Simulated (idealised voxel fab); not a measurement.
process module | voxel self aligned contacts
cross-section cut | 270 nm wide | cells 5 nm
A cross-section is a grid of square cells, given in bands from the top down. A band is one or more rows of cells.
Each band's line starts with the height of the band's top and of its bottom, in nm. Then come its materials from left to right, each with its width in nm. One material with "throughout" fills the band from edge to edge. "air" is empty space.
Height 0 is the level under which the wafer as received is all one material. The lowest band goes on downwards, as in "0 down".
A width such as "30 to 40" changes by the same amount from each row of cells to the next, from the band's top row to its bottom row.
"no change" after a step means that no cell of the cross-section changed.
closed voids: empty space of 8 cells or more with no open way to the top, each as width x height at its distance from the left edge, in nm
after a step's settings: what the simulator itself notes on the step
overlay nm, on a step with a mask: how far to the right of its planned place the mask lay; to the left if negative
plan
1 op RECEIVE | material Si
2 op OXIDIZE | depth nm 5
3 op DIRECTIONAL_DEP | material polySi | thk nm 30
4 op DIRECTIONAL_DEP | material SiN | thk nm 20
5 op DIRECTIONAL_DEP | material aC | thk nm 10
6 op PATTERN | tone cover | mask id GATE | material resist | width nm 35 | pitch nm 70 | thk nm 25 | overlay nm 0
7 op DIRECTIONAL_ETCH | etch materials aC | depth nm 10
8 op STRIP | etch materials resist
9 op DIRECTIONAL_ETCH | etch materials SiN | depth nm 20
10 op DIRECTIONAL_ETCH | etch materials polySi | depth nm 30
11 op STRIP | etch materials aC
12 op CONFORMAL_DEP | material SiN | thk nm 10
13 op DIRECTIONAL_ETCH | etch materials SiN | depth nm 10
14 op FILL_DEP | material SiO2 | thk nm 15
15 op CMP | height nm 60
16 op PATTERN | tone open | mask id CONTACT | material resist | width nm 45 | pitch nm 70 | thk nm 15 | overlay nm 0
17 op DIRECTIONAL_ETCH | etch materials SiO2 | depth nm 65
18 op STRIP | etch materials resist
19 op CONFORMAL_DEP | material TiN | thk nm 5
20 op FILL_DEP | material Ru | thk nm 5
21 op CMP | height nm 50
22 op CONFORMAL_DEP | material SiN | thk nm 5
varied across the wafers: height nm of step 21. The plan shows the first wafer's value. All wafers start alike
first wafer as received, after step 1
  0 down: Si throughout
  closed voids: none
first wafer at the end, after step 22
  55 to 50: SiN throughout
  50 to 30: SiO2 35 | SiN 55 | TiN 5 | Ru 5 | TiN 5 | SiN 55 | TiN 5 | Ru 5 | TiN 5 | SiN 55 | SiO2 40
  30 to 0: SiO2 35 | SiN 10 | polySi 35 | SiN 10 | TiN 5 | Ru 5 | TiN 5 | SiN 10 | polySi 35 | SiN 10 | TiN 5 | Ru 5 | TiN 5 | SiN 10 | polySi 35 | SiN 10 | SiO2 40
  0 to -5: SiO2 90 | TiN 15 | SiO2 55 | TiN 15 | SiO2 95
  -5 down: Si throughout
  closed voids: none
last wafer at the end
  75 to 70: SiN throughout
  70 to 65: Ru throughout
  65 to 60: TiN 80 | Ru 35 | TiN 35 | Ru 35 | TiN 85
  60 to 50: SiO2 75 | TiN 5 to 20 | Ru 35 to 5 | TiN 5 to 20 | SiO2 25 | TiN 5 to 20 | Ru 35 to 5 | TiN 5 to 20 | SiO2 80
  50 to 30: SiO2 35 | SiN 55 | TiN 5 | Ru 5 | TiN 5 | SiN 55 | TiN 5 | Ru 5 | TiN 5 | SiN 55 | SiO2 40
  30 to 0: SiO2 35 | SiN 10 | polySi 35 | SiN 10 | TiN 5 | Ru 5 | TiN 5 | SiN 10 | polySi 35 | SiN 10 | TiN 5 | Ru 5 | TiN 5 | SiN 10 | polySi 35 | SiN 10 | SiO2 40
  0 to -5: SiO2 90 | TiN 15 | SiO2 55 | TiN 15 | SiO2 95
  -5 down: Si throughout
  closed voids: none
each wafer at the end: cells of each material gained (+) or lost (-) since it was received, then its closed voids
height nm 50 | +20 Ru | -54 Si | +258 SiN | +198 SiO2 | +46 TiN | +126 polySi | closed voids: none
height nm 55 | +22 Ru | -54 Si | +258 SiN | +234 SiO2 | +62 TiN | +126 polySi | closed voids: none
height nm 60 | +36 Ru | -54 Si | +258 SiN | +270 SiO2 | +66 TiN | +126 polySi | closed voids: none
height nm 65 | +50 Ru | -54 Si | +258 SiN | +270 SiO2 | +106 TiN | +126 polySi | closed voids: none
height nm 70 | +104 Ru | -54 Si | +258 SiN | +270 SiO2 | +106 TiN | +126 polySi | closed voids: none
